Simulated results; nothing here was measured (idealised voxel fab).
Herein follows the process module entitled voxel gate over fins.
We display cut, a cross-section 230 nm in width whose square cells are each 5 nm.
Reading order for cross-sections: top band down to bottom band. Underlying form: a grid of square cells. Band size: one or more rows of cells. Per band: top height and bottom height in nm, followed by the left-to-right materials and their widths in nm; "throughout" marks a single material spanning edge to edge, "blank" marks empty space. Beneath 0, the wafer as received is one material, and that level is where height counting begins. The lowest band goes on downward without a bottom; it is written like "0 down". Quick explanation for "30->40": the width changes in equal steps down the rows of cells, from the first number in the band's top row to the second number in its bottom row. Where a step carries "changes: none", the cross-section came out of it unchanged, cell for cell. If an empty space has no open way to the top and is at least 8 cells in size, "Enclosed internal voids" lists it, written width x height at distance, where distance is measured from the left edge and every value is in nm. Post-settings text on a step line: simulator's own remark regarding the step. What "overlay nm" on a step's line means: if the step has a mask, that mask lay this far to the right of its planned place, or, when the value is negative, to the left. Before/after cross-section pairs, one process step each; after shown to lowest changed band; step and settings beneath. Pairs may be from different runs of this module on the same starting wafer; a pair continues from the one above only where its "Snapshot before" entry says so.

# Snapshot before
  5 to 0 | blank: 75  SiN: 15  blank: 15  SiO2: 15  blank: 15  SiN: 15  blank: 80
  0 to -30 | blank: 75  SiO2: 5  Si: 5  SiO2: 5  blank: 15  SiO2: 15  blank: 15  SiO2: 5  Si: 5  SiO2: 5  blank: 80
  -30 to -40 | SiO2: 80  Si: 5  SiO2: 55  Si: 5  SiO2: 85
  -40 down | Si throughout
  Enclosed internal voids: none

# Section, Post-Step
  10 to 5 | blank: 70  TiN: 25  blank: 5  TiN: 25  blank: 5  TiN: 25  blank: 75
  5 to 0 | blank: 70  TiN: 5  SiN: 15  TiN: 5  blank: 5  TiN: 5  SiO2: 15  TiN: 5  blank: 5  TiN: 5  SiN: 15  TiN: 5  blank: 75
  0 to -25 | blank: 70  TiN: 5  SiO2: 5  Si: 5  SiO2: 5  TiN: 5  blank: 5  TiN: 5  SiO2: 15  TiN: 5  blank: 5  TiN: 5  SiO2: 5  Si: 5  SiO2: 5  TiN: 5  blank: 75
  -25 to -30 | TiN: 75  SiO2: 5  Si: 5  SiO2: 5  TiN: 15  SiO2: 15  TiN: 15  SiO2: 5  Si: 5  SiO2: 5  TiN: 80
  Unchanged below -30.
  Enclosed internal voids: none
Process step bridging the above cross-sections: CONFORMAL_DEP: material TiN, thk nm 5

Snapshot before: look at the pair above, its after cross-section is where this step starts.

# Section, Post-Step
  20 to 10 | Ru throughout
  10 to 5 | Ru: 70  TiN: 25  Ru: 5  TiN: 25  Ru: 5  TiN: 25  Ru: 75
  5 to 0 | Ru: 70  TiN: 5  SiN: 15  TiN: 5  Ru: 5  TiN: 5  SiO2: 15  TiN: 5  Ru: 5  TiN: 5  SiN: 15  TiN: 5  Ru: 75
  0 to -25 | Ru: 70  TiN: 5  SiO2: 5  Si: 5  SiO2: 5  TiN: 5  Ru: 5  TiN: 5  SiO2: 15  TiN: 5  Ru: 5  TiN: 5  SiO2: 5  Si: 5  SiO2: 5  TiN: 5  Ru: 75
  Unchanged below -25.
  Enclosed internal voids: none
Process step bridging the above cross-sections: FILL_DEP: material Ru, thk nm 10

Snapshot before: look at the pair above, its after cross-section is where this step starts.

# Section, Post-Step
  5 to 0 | Ru: 70  TiN: 5  SiN: 15  TiN: 5  Ru: 5  TiN: 5  SiO2: 15  TiN: 5  Ru: 5  TiN: 5  SiN: 15  TiN: 5  Ru: 75
  Unchanged below 0.
  Enclosed internal voids: none
Process step bridging the above cross-sections: CMP: height nm 5

Snapshot before: look at the pair above, its after cross-section is where this step starts.

# Section, Post-Step
  5 to 0 | blank: 75  SiN: 15  blank: 15  SiO2: 15  blank: 15  SiN: 15  blank: 80
  0 to -25 | blank: 75  SiO2: 5  Si: 5  SiO2: 5  blank: 15  SiO2: 15  blank: 15  SiO2: 5  Si: 5  SiO2: 5  blank: 80
  Unchanged below -25.
  Enclosed internal voids: none
Process step bridging the above cross-sections: SELECTIVE_ETCH: etch materials W Ru TiN, depth nm 30

Snapshot before: look at the pair above, its after cross-section is where this step starts.

# Section, Post-Step
  10 to 5 | SiO2 throughout
  5 to 0 | SiO2: 75  SiN: 15  SiO2: 45  SiN: 15  SiO2: 80
  0 to -25 | SiO2: 80  Si: 5  SiO2: 55  Si: 5  SiO2: 85
  Unchanged below -25.
  Enclosed internal voids: none
Process step bridging the above cross-sections: FILL_DEP: material SiO2, thk nm 5

Snapshot before: look at the pair above, its after cross-section is where this step starts.

# Section, Post-Step
  5 to 0 | SiO2: 75  SiN: 15  SiO2: 45  SiN: 15  SiO2: 80
  Unchanged below 0.
  Enclosed internal voids: none
Process step bridging the above cross-sections: CMP: height nm 5

Snapshot before: look at the pair above, its after cross-section is where this step starts.

# Section, Post-Step
  5 to 0 | blank: 75  SiN: 15  blank: 45  SiN: 15  blank: 80
  0 to -15 | blank: 80  Si: 5  blank: 55  Si: 5  blank: 85
  Unchanged below -15.
  Enclosed internal voids: none
Process step bridging the above cross-sections: SELECTIVE_ETCH: etch materials SiO2, depth nm 20

Snapshot before: look at the pair above, its after cross-section is where this step starts.

# Section, Post-Step
  0 to -15 | blank: 80  Si: 5  blank: 55  Si: 5  blank: 85
  Unchanged below -15.
  Enclosed internal voids: none
Process step bridging the above cross-sections: STRIP: etch materials SiN

Snapshot before: look at the pair above, its after cross-section is where this step starts.

# Section, Post-Step
  5 to 0 | blank: 75  HfO2: 15  blank: 45  HfO2: 15  blank: 80
  0 to -10 | blank: 75  HfO2: 5  Si: 5  HfO2: 5  blank: 45  HfO2: 5  Si: 5  HfO2: 5  blank: 80
  -10 to -15 | HfO2: 80  Si: 5  HfO2: 55  Si: 5  HfO2: 85
  Unchanged below -15.
  Enclosed internal voids: none
Process step bridging the above cross-sections: CONFORMAL_DEP: material HfO2, thk nm 5

Snapshot before: look at the pair above, its after cross-section is where this step starts.

# Section, Post-Step
  10 to 5 | blank: 70  TiN: 25  blank: 35  TiN: 25  blank: 75
  5 to 0 | blank: 70  TiN: 5  HfO2: 15  TiN: 5  blank: 35  TiN: 5  HfO2: 15  TiN: 5  blank: 75
  0 to -5 | blank: 70  TiN: 5  HfO2: 5  Si: 5  HfO2: 5  TiN: 5  blank: 35  TiN: 5  HfO2: 5  Si: 5  HfO2: 5  TiN: 5  blank: 75
  -5 to -10 | TiN: 75  HfO2: 5  Si: 5  HfO2: 5  TiN: 45  HfO2: 5  Si: 5  HfO2: 5  TiN: 80
  Unchanged below -10.
  Enclosed internal voids: none
Process step bridging the above cross-sections: CONFORMAL_DEP: material TiN, thk nm 5

Snapshot before: look at the pair above, its after cross-section is where this step starts.

# Section, Post-Step
  15 to 10 | blank: 65  TiAl: 35  blank: 25  TiAl: 35  blank: 70
  10 to 5 | blank: 65  TiAl: 5  TiN: 25  TiAl: 5  blank: 25  TiAl: 5  TiN: 25  TiAl: 5  blank: 70
  5 to 0 | blank: 65  TiAl: 5  TiN: 5  HfO2: 15  TiN: 5  TiAl: 5  blank: 25  TiAl: 5  TiN: 5  HfO2: 15  TiN: 5  TiAl: 5  blank: 70
  0 to -5 | TiAl: 70  TiN: 5  HfO2: 5  Si: 5  HfO2: 5  TiN: 5  TiAl: 35  TiN: 5  HfO2: 5  Si: 5  HfO2: 5  TiN: 5  TiAl: 75
  Unchanged below -5.
  Enclosed internal voids: none
Process step bridging the above cross-sections: CONFORMAL_DEP: material TiAl, thk nm 5

Snapshot before: look at the pair above, its after cross-section is where this step starts.

# Section, Post-Step
  20 to 15 | blank: 60  TiN: 45  blank: 15  TiN: 45  blank: 65
  15 to 10 | blank: 60  TiN: 5  TiAl: 35  TiN: 5  blank: 15  TiN: 5  TiAl: 35  TiN: 5  blank: 65
  10 to 5 | blank: 60  TiN: 5  TiAl: 5  TiN: 25  TiAl: 5  TiN: 5  blank: 15  TiN: 5  TiAl: 5  TiN: 25  TiAl: 5  TiN: 5  blank: 65
  5 to 0 | TiN: 65  TiAl: 5  TiN: 5  HfO2: 15  TiN: 5  TiAl: 5  TiN: 25  TiAl: 5  TiN: 5  HfO2: 15  TiN: 5  TiAl: 5  TiN: 70
  Unchanged below 0.
  Enclosed internal voids: none
Process step bridging the above cross-sections: CONFORMAL_DEP: material TiN, thk nm 5

Snapshot before: look at the pair above, its after cross-section is where this step starts.

# Section, Post-Step
  35 to 20 | W throughout
  20 to 15 | W: 60  TiN: 45  W: 15  TiN: 45  W: 65
  15 to 10 | W: 60  TiN: 5  TiAl: 35  TiN: 5  W: 15  TiN: 5  TiAl: 35  TiN: 5  W: 65
  10 to 5 | W: 60  TiN: 5  TiAl: 5  TiN: 25  TiAl: 5  TiN: 5  W: 15  TiN: 5  TiAl: 5  TiN: 25  TiAl: 5  TiN: 5  W: 65
  Unchanged below 5.
  Enclosed internal voids: none
Process step bridging the above cross-sections: FILL_DEP: material W, thk nm 15

Snapshot before: look at the pair above, its after cross-section is where this step starts.

# Section, Post-Step
  30 to 20 | W throughout
  Unchanged below 20.
  Enclosed internal voids: none
Process step bridging the above cross-sections: CMP: height nm 30

Snapshot before: look at the pair above, its after cross-section is where this step starts.

# Section, Post-Step
  40 to 30 | SiN throughout
  Unchanged below 30.
  Enclosed internal voids: none
Process step bridging the above cross-sections: CONFORMAL_DEP: material SiN, thk nm 10
